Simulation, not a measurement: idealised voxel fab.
process module | voxel gate over fins
cross-section cut | 165 nm wide | cells 5 nm
A cross-section is a grid of square cells, given in bands from the top down. A band is one or more rows of cells.
Each band's line starts with the height of the band's top and of its bottom, in nm. Then come its materials from left to right, each with its width in nm. One material with "throughout" fills the band from edge to edge. "air" is empty space.
Height 0 is the level under which the wafer as received is all one material. The lowest band goes on downwards, as in "0 down".
A width such as "30 to 40" changes by the same amount from each row of cells to the next, from the band's top row to its bottom row.
"no change" after a step means that no cell of the cross-section changed.
closed voids: empty space of 8 cells or more with no open way to the top, each as width x height at its distance from the left edge, in nm
after a step's settings: what the simulator itself notes on the step
overlay nm, on a step with a mask: how far to the right of its planned place the mask lay; to the left if negative
plan
1 op RECEIVE | material Si
2 op CONFORMAL_DEP | material SiN | thk nm 10
3 op PATTERN | tone cover | mask id FINS | material resist | width nm 15 | pitch nm 60 | thk nm 20 | overlay nm 0
4 op DIRECTIONAL_ETCH | etch materials SiN | depth nm 10
5 op DIRECTIONAL_ETCH | etch materials Si | depth nm 30
6 op STRIP | etch materials resist
7 op FILL_DEP | material SiO2 | thk nm 10
8 op CMP | height nm 10
9 op DIRECTIONAL_DEP | material aC | thk nm 15
10 op PATTERN | tone open | mask id RAIL | material resist | width nm 15 | thk nm 30 | overlay nm 0
11 op DIRECTIONAL_ETCH | etch materials aC | depth nm 15
12 op STRIP | etch materials resist
13 op DIRECTIONAL_ETCH | etch materials SiO2 | depth nm 35
14 op STRIP | etch materials aC
15 op CONFORMAL_DEP | material TiN | thk nm 5
16 op FILL_DEP | material Ru | thk nm 10
17 op CMP | height nm 10
18 op SELECTIVE_ETCH | etch materials W Ru TiN | depth nm 30
19 op FILL_DEP | material SiO2 | thk nm 5
20 op CMP | height nm 10
21 op SELECTIVE_ETCH | etch materials SiO2 | depth nm 20
22 op STRIP | etch materials SiN
23 op CONFORMAL_DEP | material HfO2 | thk nm 5
24 op CONFORMAL_DEP | material TiN | thk nm 5
25 op FILL_DEP | material W | thk nm 10
26 op CMP | height nm 15
27 op CONFORMAL_DEP | material SiCN | thk nm 5
varied across the wafers: width nm of step 10. The plan shows the first wafer's value. All wafers start alike
first wafer as received, after step 1
  0 down: Si throughout
  closed voids: none
first wafer at the end, after step 27
  20 to 15: SiCN throughout
  15 to 10: W throughout
  10 to 5: W 35 | TiN 35 | W 25 | TiN 35 | W 35
  5 to 0: W 35 | TiN 5 | HfO2 25 | TiN 5 | W 25 | TiN 5 | HfO2 25 | TiN 5 | W 35
  0 to -5: TiN 40 | HfO2 5 | Si 15 | HfO2 5 | TiN 35 | HfO2 5 | Si 15 | HfO2 5 | TiN 40
  -5 to -10: HfO2 45 | Si 15 | HfO2 45 | Si 15 | HfO2 45
  -10 to -20: SiO2 45 | Si 15 | SiO2 45 | Si 15 | SiO2 45
  -20 to -25: SiO2 45 | Si 15 | SiO2 15 | TiN 15 | SiO2 15 | Si 15 | SiO2 45
  -25 to -30: SiO2 45 | Si 15 | SiO2 45 | Si 15 | SiO2 45
  -30 down: Si throughout
  closed voids: none
last wafer at the end
  20 to 15: SiCN throughout
  15 to 10: W throughout
  10 to 5: W 35 | TiN 35 | W 25 | TiN 35 | W 35
  5 to 0: W 35 | TiN 5 | HfO2 25 | TiN 5 | W 25 | TiN 5 | HfO2 25 | TiN 5 | W 35
  0 to -5: TiN 40 | HfO2 5 | Si 15 | HfO2 5 | TiN 35 | HfO2 5 | Si 15 | HfO2 5 | TiN 40
  -5 to -10: HfO2 45 | Si 15 | HfO2 45 | Si 15 | HfO2 45
  -10 to -20: SiO2 45 | Si 15 | SiO2 45 | Si 15 | SiO2 45
  -20 to -25: SiO2 45 | Si 15 | SiO2 10 | TiN 30 | SiO2 5 | Si 15 | SiO2 45
  -25 to -30: SiO2 45 | Si 15 | SiO2 45 | Si 15 | SiO2 45
  -30 down: Si throughout
  closed voids: none
each wafer at the end: cells of each material gained (+) or lost (-) since it was received, then its closed voids
width nm 15 | +41 HfO2 | -162 Si | +33 SiCN | +105 SiO2 | +44 TiN | +71 W | closed voids: none
width nm 20 | +41 HfO2 | -162 Si | +33 SiCN | +104 SiO2 | +45 TiN | +71 W | closed voids: none
width nm 25 | +41 HfO2 | -162 Si | +33 SiCN | +103 SiO2 | +46 TiN | +71 W | closed voids: none
width nm 30 | +41 HfO2 | -162 Si | +33 SiCN | +102 SiO2 | +47 TiN | +71 W | closed voids: none
